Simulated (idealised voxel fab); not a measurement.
Herein follows the process module entitled voxel wiring stack.
190 nm wide, 5 nm square cells: that's cross-section cut.
Cross-section format: a grid of square cells, given as bands from top to bottom; each band is one or more rows of cells. Band entry format. Leading values: height of top, height of bottom, nm. Remainder: materials in left-to-right order, each with its width in nm. Special words: "full width" on a single material, which then fills the band edge to edge; "blank", empty space. Beneath 0, the wafer as received is one material, and that level is where height counting begins. The lowest band goes on downward without a bottom; it is written like "0 down". Note: "30..40" means the width goes from the first number (top row of the band) to the second number (bottom row) in equal steps per row of cells. Step note "changes: none" = no cross-section cell changed. "Closed-off voids": sealed empty spaces, 8 cells or more, no open way to top, listed width x height at distance, with distance from the left edge and width, height and distance in nm. On a step's line, text after the settings is the simulator commenting on that step. A step line may carry the setting "overlay nm", which, for steps involving a mask, states the distance by which the mask lay to the right of its intended position; negative values denote displacement to the left.
Planned step list for the process
1,RECEIVE,material Si
2,CONFORMAL_DEP,material SiO2,thk nm 10
3,DIRECTIONAL_DEP,material TiN,thk nm 5
4,DIRECTIONAL_DEP,material Ru,thk nm 20
5,MASKED_ETCH,tone cover,mask id METAL_1,width nm 25,pitch nm 40,etch materials Ru,depth nm 20,overlay nm 0
6,MASKED_ETCH,tone cover,mask id METAL_1,width nm 25,pitch nm 40,etch materials TiN,depth nm 5,overlay nm 0
7,FILL_DEP,material SiO2,thk nm 10
8,CMP,height nm 35
9,CONFORMAL_DEP,material SiCN,thk nm 5
10,DIRECTIONAL_DEP,material lowk,thk nm 30
11,PATTERN,tone open,mask id METAL_2_HOLES,material resist,width nm 15,thk nm 20,overlay nm 0
12,DIRECTIONAL_ETCH,etch materials lowk,depth nm 30
13,STRIP,etch materials resist
14,DIRECTIONAL_DEP,material aC,thk nm 10
15,PATTERN,tone open,mask id METAL_2,material resist,width nm 25,pitch nm 40,thk nm 30,overlay nm 0
16,DIRECTIONAL_ETCH,etch materials aC,depth nm 10
17,STRIP,etch materials resist
18,DIRECTIONAL_ETCH,etch materials lowk,depth nm 20
19,DIRECTIONAL_ETCH,etch materials SiCN,depth nm 5
20,STRIP,etch materials aC
21,CONFORMAL_DEP,material TiN,thk nm 5
22,FILL_DEP,material Cu,thk nm 10
23,CMP,height nm 70
24,CONFORMAL_DEP,material SiCN,thk nm 5
25,DIRECTIONAL_DEP,material SiO2,thk nm 35
26,MASKED_ETCH,tone open,mask id METAL_3,width nm 25,pitch nm 40,etch materials SiO2,depth nm 20,overlay nm 0
27,DIRECTIONAL_DEP,material aC,thk nm 10
28,PATTERN,tone open,mask id METAL_3_HOLES,material resist,width nm 15,pitch nm 40,thk nm 25,overlay nm 0
29,DIRECTIONAL_ETCH,etch materials aC,depth nm 10
30,STRIP,etch materials resist
31,DIRECTIONAL_ETCH,etch materials SiO2,depth nm 15
32,DIRECTIONAL_ETCH,etch materials SiCN,depth nm 5
33,STRIP,etch materials aC
34,CONFORMAL_DEP,material TiN,thk nm 5
35,FILL_DEP,material Ru,thk nm 10
36,CMP,height nm 110
37,CONFORMAL_DEP,material SiCN,thk nm 5
38,DIRECTIONAL_DEP,material SiO2,thk nm 25
39,PATTERN,tone open,mask id METAL_4,material resist,width nm 25,pitch nm 40,thk nm 15,overlay nm 0
40,DIRECTIONAL_ETCH,etch materials SiO2,depth nm 15
41,STRIP,etch materials resist
42,MASKED_ETCH,tone open,mask id METAL_4_HOLES,width nm 15,etch materials SiO2,depth nm 10,overlay nm 0
43,MASKED_ETCH,tone open,mask id METAL_4_HOLES,width nm 15,etch materials SiCN,depth nm 5,overlay nm 0
44,CONFORMAL_DEP,material TiN,thk nm 5
45,FILL_DEP,material Cu,thk nm 5
46,CMP,height nm 140
47,CONFORMAL_DEP,material SiCN,thk nm 5
Incoming wafer in cross-section (state: after step 1)
> 0 down  Si full width
> Closed-off voids: none
Same starting wafer, same plan as above, one mistake in the execution; this is the cross-section at the end of the module
> 145 to 140  SiCN full width
> 140 to 130  SiO2: 60 | TiN: 5 | Cu: 15 | TiN: 5 | SiO2: 15 | TiN: 5 | Cu: 15 | TiN: 5 | SiO2: 65
> 130 to 125  SiO2: 60 | TiN: 5 | Cu: 5 | TiN: 15 | SiO2: 15 | TiN: 25 | SiO2: 65
> 125 to 115  SiO2: 60 | TiN: 5 | Cu: 5 | TiN: 5 | SiO2: 115
> 115 to 110  SiCN: 60 | TiN: 15 | SiCN: 115
> 110 to 95  SiO2: 60 | TiN: 5 | Ru: 15 | TiN: 5 | SiO2: 15 | TiN: 5 | Ru: 15 | TiN: 5 | SiO2: 65
> 95 to 90  SiO2: 60 | TiN: 5 | Ru: 5 | TiN: 15 | SiO2: 15 | TiN: 5 | Ru: 5 | TiN: 15 | SiO2: 65
> 90 to 75  SiO2: 60 | TiN: 5 | Ru: 5 | TiN: 5 | SiO2: 25 | TiN: 5 | Ru: 5 | TiN: 5 | SiO2: 75
> 75 to 70  SiCN: 60 | TiN: 15 | SiCN: 25 | TiN: 15 | SiCN: 75
> 70 to 55  lowk: 60 | TiN: 5 | Cu: 5 | TiN: 5 | lowk: 115
> 55 to 50  lowk: 60 | TiN: 15 | lowk: 115
> 50 to 40  lowk full width
> 40 to 35  SiCN full width
> 35 to 15  SiO2: 60 | Ru: 25 | SiO2: 15 | Ru: 25 | SiO2: 65
> 15 to 10  SiO2: 60 | TiN: 25 | SiO2: 15 | TiN: 25 | SiO2: 65
> 10 to 0  SiO2 full width
> 0 down  Si full width
> Closed-off voids: none
Which mistake was made when the wafer was run? step 10 from the plan got run twice
